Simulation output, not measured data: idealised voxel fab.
process module | voxel double patterning
cross-section cut | 250 nm wide | cells 5 nm
A cross-section is a grid of square cells, given in bands from the top down. A band is one or more rows of cells.
Each band's line starts with the height of the band's top and of its bottom, in nm. Then come its materials from left to right, each with its width in nm. One material with "throughout" fills the band from edge to edge. "air" is empty space.
Height 0 is the level under which the wafer as received is all one material. The lowest band goes on downwards, as in "0 down".
A width such as "30 to 40" changes by the same amount from each row of cells to the next, from the band's top row to its bottom row.
"no change" after a step means that no cell of the cross-section changed.
closed voids: empty space of 8 cells or more with no open way to the top, each as width x height at its distance from the left edge, in nm
after a step's settings: what the simulator itself notes on the step
overlay nm, on a step with a mask: how far to the right of its planned place the mask lay; to the left if negative
plan
1 op RECEIVE | material Si
2 op CONFORMAL_DEP | material SiO2 | thk nm 10
3 op DIRECTIONAL_DEP | material W | thk nm 15
4 op DIRECTIONAL_DEP | material SiN | thk nm 10
5 op MASKED_ETCH | tone open | mask id FIRST | width nm 15 | pitch nm 50 | etch materials SiN | depth nm 10 | overlay nm 0
6 op MASKED_ETCH | tone open | mask id SECOND | width nm 15 | etch materials SiN | depth nm 5 | overlay nm 0
7 op DIRECTIONAL_ETCH | etch materials W | depth nm 15
8 op STRIP | etch materials SiN
varied across the wafers: depth nm of step 6. The plan shows the first wafer's value. All wafers start alike
first wafer as received, after step 1
  0 down: Si throughout
  closed voids: none
first wafer at the end, after step 8
  25 to 10: W 90 | air 15 | W 35 | air 15 | W 95
  10 to 0: SiO2 throughout
  0 down: Si throughout
  closed voids: none
last wafer at the end
  25 to 10: W 90 | air 15 | W 10 | air 15 | W 10 | air 15 | W 95
  10 to 0: SiO2 throughout
  0 down: Si throughout
  closed voids: none
each wafer at the end: cells of each material gained (+) or lost (-) since it was received, then its closed voids
depth nm 5 | +100 SiO2 | +132 W | closed voids: none
depth nm 10 | +100 SiO2 | +123 W | closed voids: none
depth nm 15 | +100 SiO2 | +123 W | closed voids: none
depth nm 20 | +100 SiO2 | +123 W | closed voids: none
depth nm 25 | +100 SiO2 | +123 W | closed voids: none
